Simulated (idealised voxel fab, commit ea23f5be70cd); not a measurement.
This is a process module. Its name is voxel transistor to metal.
Section shown: cut. Width: 285 nm. Cell size: 5 nm, square.
Heads up, the way a cross-section reads in here is a grid of square cells, handed over as bands from the top down, with every band being one or more rows of cells.
Look at the band entry: it leads with the top's height and the bottom's height in nm. Then it lists the materials left to right, with a width in nm for each. The word "everywhere" on a single material says that material fills the band edge to edge. The word "empty" is empty space.
It should be noted that heights are counted from 0, beneath which the wafer as supplied is of one material throughout, and that the lowest band possesses no lower boundary but continues downward, as written in "0 nm and below".
It should be noted that a width expressed as "30->40" varies in equal increments from row to row of cells within the band, taking the value of the first number at the top row and that of the second number at the bottom row.
Any step labelled "no modifications" changed none of the cells in the cross-section.
In "Sealed voids" the enclosed voids are listed, meaning empty spaces of 8 cells or larger without any opening to the top. The form is width x height at distance, distance from the left edge, units nm.
Note: text after step settings on the step line = simulator remark on that step.
"overlay nm" denotes, for a step that has a mask, the displacement of the mask to the right of its planned place, with negative values corresponding to the left.
# Intended process steps
1) RECEIVE,material Si
2) OXIDIZE,depth nm 5
3) CONFORMAL_DEP,material SiN,thk nm 10
4) DIRECTIONAL_DEP,material aC,thk nm 10
5) PATTERN,tone cover,mask id ACTIVE,material resist,width nm 95,pitch nm 115,thk nm 30,overlay nm 0
6) DIRECTIONAL_ETCH,etch materials aC,depth nm 10
7) STRIP,etch materials resist
8) DIRECTIONAL_ETCH,etch materials SiN,depth nm 10
9) DIRECTIONAL_ETCH,etch materials SiO2,depth nm 5
10) DIRECTIONAL_ETCH,etch materials Si,depth nm 30
11) STRIP,etch materials aC
12) FILL_DEP,material SiO2,thk nm 10
13) CMP,height nm 10
14) SELECTIVE_ETCH,etch materials SiO2,depth nm 10
15) STRIP,etch materials SiN
16) SELECTIVE_ETCH,etch materials SiO2,depth nm 5
17) OXIDIZE,depth nm 5
18) DIRECTIONAL_DEP,material polySi,thk nm 25
19) DIRECTIONAL_DEP,material SiCN,thk nm 10
20) DIRECTIONAL_DEP,material aC,thk nm 15
21) PATTERN,tone cover,mask id GATE,material resist,width nm 15,pitch nm 115,thk nm 30,overlay nm 0
22) DIRECTIONAL_ETCH,etch materials aC,depth nm 15
23) STRIP,etch materials resist
24) DIRECTIONAL_ETCH,etch materials SiCN,depth nm 20
25) DIRECTIONAL_ETCH,etch materials polySi,depth nm 35
26) STRIP,etch materials aC
27) CONFORMAL_DEP,material SiO2,thk nm 5
28) DIRECTIONAL_ETCH,etch materials SiO2,depth nm 5
29) CONFORMAL_DEP,material SiN,thk nm 10
30) DIRECTIONAL_ETCH,etch materials SiN,depth nm 10
31) DIRECTIONAL_ETCH,etch materials SiO2,depth nm 5
32) EPI,material nSi,thk nm 5
33) FILL_DEP,material SiO2,thk nm 10
34) CMP,height nm 30
35) DIRECTIONAL_DEP,material SiO2,thk nm 10
36) DIRECTIONAL_DEP,material aC,thk nm 10
37) PATTERN,tone open,mask id CONTACT,material resist,width nm 25,thk nm 25,overlay nm 0
38) DIRECTIONAL_ETCH,etch materials aC,depth nm 10
39) STRIP,etch materials resist
40) DIRECTIONAL_ETCH,etch materials SiO2,depth nm 45
41) STRIP,etch materials aC
42) CONFORMAL_DEP,material TiN,thk nm 5
43) FILL_DEP,material W,thk nm 10
44) CMP,height nm 40
45) CONFORMAL_DEP,material SiN,thk nm 5
46) DIRECTIONAL_DEP,material lowk,thk nm 25
47) PATTERN,tone open,mask id METAL_1,material resist,width nm 15,thk nm 20,overlay nm 0
48) DIRECTIONAL_ETCH,etch materials lowk,depth nm 25
49) DIRECTIONAL_ETCH,etch materials SiN,depth nm 5
50) STRIP,etch materials resist
51) CONFORMAL_DEP,material TiN,thk nm 5
52) FILL_DEP,material Cu,thk nm 10
53) CMP,height nm 70
54) CONFORMAL_DEP,material SiN,thk nm 5
# Cross-section of the wafer as it came to us, i.e., already through step 1
* 0 nm and below = Si everywhere
* Sealed voids: none
# first wafer at the end, as planned
* 75 nm to 70 nm = SiN everywhere
* 70 nm to 45 nm = lowk 45 nm / TiN 5 nm / Cu 5 nm / TiN 5 nm / lowk 45 nm / TiN 5 nm / Cu 5 nm / TiN 5 nm / lowk 40 nm / TiN 5 nm / Cu 5 nm / TiN 5 nm / lowk 45 nm / TiN 5 nm / Cu 5 nm / TiN 5 nm / lowk 50 nm
* 45 nm to 40 nm = SiN 45 nm / TiN 15 nm / SiN 45 nm / TiN 15 nm / SiN 40 nm / TiN 15 nm / SiN 45 nm / TiN 15 nm / SiN 50 nm
* 40 nm to 30 nm = SiO2 45 nm / TiN 5 nm / W 15->5 nm / TiN 5->15 nm / SiO2 25 nm / TiN 5->15 nm / W 15->5 nm / TiN 5 nm / SiO2 40 nm / TiN 5 nm / W 15->5 nm / TiN 5->15 nm / SiO2 25 nm / TiN 5->15 nm / W 15->5 nm / TiN 5 nm / SiO2 50 nm
* 30 nm to 20 nm = SiO2 45 nm / TiN 5 nm / W 5 nm / TiN 5 nm / SiN 10 nm / SiO2 5 nm / SiCN 15 nm / SiO2 5 nm / SiN 10 nm / TiN 5 nm / W 5 nm / TiN 5 nm / SiO2 40 nm / TiN 5 nm / W 5 nm / TiN 5 nm / SiN 10 nm / SiO2 5 nm / SiCN 15 nm / SiO2 5 nm / SiN 10 nm / TiN 5 nm / W 5 nm / TiN 5 nm / SiO2 50 nm
* 20 nm to 0 nm = SiO2 45 nm / TiN 5 nm / W 5 nm / TiN 5 nm / SiN 10 nm / SiO2 5 nm / polySi 15 nm / SiO2 5 nm / SiN 10 nm / TiN 5 nm / W 5 nm / TiN 5 nm / SiO2 40 nm / TiN 5 nm / W 5 nm / TiN 5 nm / SiN 10 nm / SiO2 5 nm / polySi 15 nm / SiO2 5 nm / SiN 10 nm / TiN 5 nm / W 5 nm / TiN 5 nm / SiO2 50 nm
* 0 nm to -5 nm = SiO2 45 nm / TiN 15 nm / SiN 10 nm / SiO2 5 nm / polySi 15 nm / SiO2 5 nm / SiN 10 nm / TiN 15 nm / SiO2 40 nm / TiN 15 nm / SiN 10 nm / SiO2 5 nm / polySi 15 nm / SiO2 5 nm / SiN 10 nm / TiN 15 nm / SiO2 50 nm
* -5 nm to -10 nm = SiO2 30 nm / nSi 30 nm / SiO2 45 nm / nSi 30 nm / SiO2 10 nm / nSi 30 nm / SiO2 45 nm / nSi 30 nm / SiO2 35 nm
* -10 nm to -35 nm = SiO2 35 nm / Si 95 nm / SiO2 20 nm / Si 95 nm / SiO2 40 nm
* -35 nm and below = Si everywhere
* Sealed voids: none
# Cross-sectional view: second of two wafers, end of module; start and plan identical to the first, one mistake in running
* 75 nm to 70 nm = SiN everywhere
* 70 nm to 45 nm = lowk 45 nm / TiN 5 nm / Cu 5 nm / TiN 5 nm / lowk 45 nm / TiN 5 nm / Cu 5 nm / TiN 5 nm / lowk 40 nm / TiN 5 nm / Cu 5 nm / TiN 5 nm / lowk 45 nm / TiN 5 nm / Cu 5 nm / TiN 5 nm / lowk 50 nm
* 45 nm to 40 nm = SiN 45 nm / TiN 15 nm / SiN 45 nm / TiN 15 nm / SiN 40 nm / TiN 15 nm / SiN 45 nm / TiN 15 nm / SiN 50 nm
* 40 nm to 30 nm = SiO2 45 nm / TiN 5 nm / W 15 nm / TiN 5 nm / SiO2 25 nm / TiN 5 nm / W 15 nm / TiN 5 nm / SiO2 40 nm / TiN 5 nm / W 15 nm / TiN 5 nm / SiO2 25 nm / TiN 5 nm / W 15 nm / TiN 5 nm / SiO2 50 nm
* 30 nm to 20 nm = SiO2 45 nm / TiN 5 nm / W 15 nm / TiN 5 nm / SiO2 5 nm / SiCN 15 nm / SiO2 5 nm / TiN 5 nm / W 15 nm / TiN 5 nm / SiO2 40 nm / TiN 5 nm / W 15 nm / TiN 5 nm / SiO2 5 nm / SiCN 15 nm / SiO2 5 nm / TiN 5 nm / W 15 nm / TiN 5 nm / SiO2 50 nm
* 20 nm to 0 nm = SiO2 45 nm / TiN 5 nm / W 15 nm / TiN 5 nm / SiO2 5 nm / polySi 15 nm / SiO2 5 nm / TiN 5 nm / W 15 nm / TiN 5 nm / SiO2 40 nm / TiN 5 nm / W 15 nm / TiN 5 nm / SiO2 5 nm / polySi 15 nm / SiO2 5 nm / TiN 5 nm / W 15 nm / TiN 5 nm / SiO2 50 nm
* 0 nm to -5 nm = SiO2 45 nm / TiN 25 nm / SiO2 5 nm / polySi 15 nm / SiO2 5 nm / TiN 25 nm / SiO2 40 nm / TiN 25 nm / SiO2 5 nm / polySi 15 nm / SiO2 5 nm / TiN 25 nm / SiO2 50 nm
* -5 nm to -10 nm = SiO2 30 nm / nSi 40 nm / SiO2 25 nm / nSi 40 nm / SiO2 10 nm / nSi 40 nm / SiO2 25 nm / nSi 40 nm / SiO2 35 nm
* -10 nm to -35 nm = SiO2 35 nm / Si 95 nm / SiO2 20 nm / Si 95 nm / SiO2 40 nm
* -35 nm and below = Si everywhere
* Sealed voids: none
Error vs. plan: step 29 of the plan was bypassed and not carried out
The second wafer ends with more or fewer cells of some materials than the first, per final count: -56 SiN, -8 SiO2, +56 W, +8 nSi
